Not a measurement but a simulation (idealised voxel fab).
The document below concerns the process module designated voxel released beams.
Cross-sectional view cut (width: 280 nm; square cell size: 5 nm).
This document writes a cross-section as a grid whose cells are square, and gives it as bands, listed from the top down; one or more rows of cells form a band.
Look at the band entry: it leads with the top's height and the bottom's height in nm. Then it lists the materials left to right, with a width in nm for each. The word "throughout" on a single material says that material fills the band edge to edge. The word "empty" is empty space.
For the purposes of this specification, 0 denotes the height below which the wafer in its as-received condition is composed wholly of one material, and the lowermost band, lacking a lower limit, extends downward without end, as expressed in "0 -> down".
Graded width ("30->40"): value in top row of band = first number; value in bottom row = second number; row-to-row change constant.
"everything unchanged", as given for a step, is the statement that not any cell of the cross-section underwent a change during that step.
Basically, "Voids, sealed" tells you about the enclosed voids: empty spaces with no open way to the top, 8 cells or bigger, each written width x height at distance, where distance is from the left edge, all in nm.
What comes after the settings on a step's line is commentary from the simulator itself on that step.
overlay nm: mask right of planned place by this much (step with mask). Neg. = left.
## Intended process steps
1,RECEIVE [material Si]
2,CONFORMAL_DEP [material Al2O3] [thk nm 10]
3,DIRECTIONAL_DEP [material SiO2] [thk nm 15]
4,MASKED_ETCH [tone open] [mask id ANCHOR] [width nm 25] [etch materials SiO2] [depth nm 15] [overlay nm 0]
5,CONFORMAL_DEP [material W] [thk nm 10]
6,DIRECTIONAL_DEP [material aC] [thk nm 15]
7,PATTERN [tone cover] [mask id BEAM] [material resist] [width nm 105] [thk nm 35] [overlay nm 0]
8,DIRECTIONAL_ETCH [etch materials aC] [depth nm 15]
9,STRIP [etch materials resist]
10,DIRECTIONAL_ETCH [etch materials W] [depth nm 10]
11,STRIP [etch materials aC]
12,STRIP [etch materials SiO2]
## Delivered wafer in cross-section: state after step 1
	0 -> down = Si throughout
	Voids, sealed: none
## The plan above was carried out on the starting structure above with one mistake, and this cross-section shows the wafer at the end of the module
	35 -> 25 = empty 85 nm, then W 40 nm, then empty 155 nm
	25 -> 20 = empty 80 nm, then W 10 nm, then SiO2 25 nm, then W 10 nm, then empty 155 nm
	20 -> 10 = empty 80 nm, then W 10 nm, then SiO2 25 nm, then W 75 nm, then empty 90 nm
	10 -> 0 = Al2O3 throughout
	0 -> down = Si throughout
	Voids, sealed: none
Finding, execution versus plan: step 4 changed vs plan, executed as MASKED_ETCH [tone cover] [mask id ANCHOR] [width nm 25] [etch materials SiO2] [depth nm 15] [overlay nm 0]
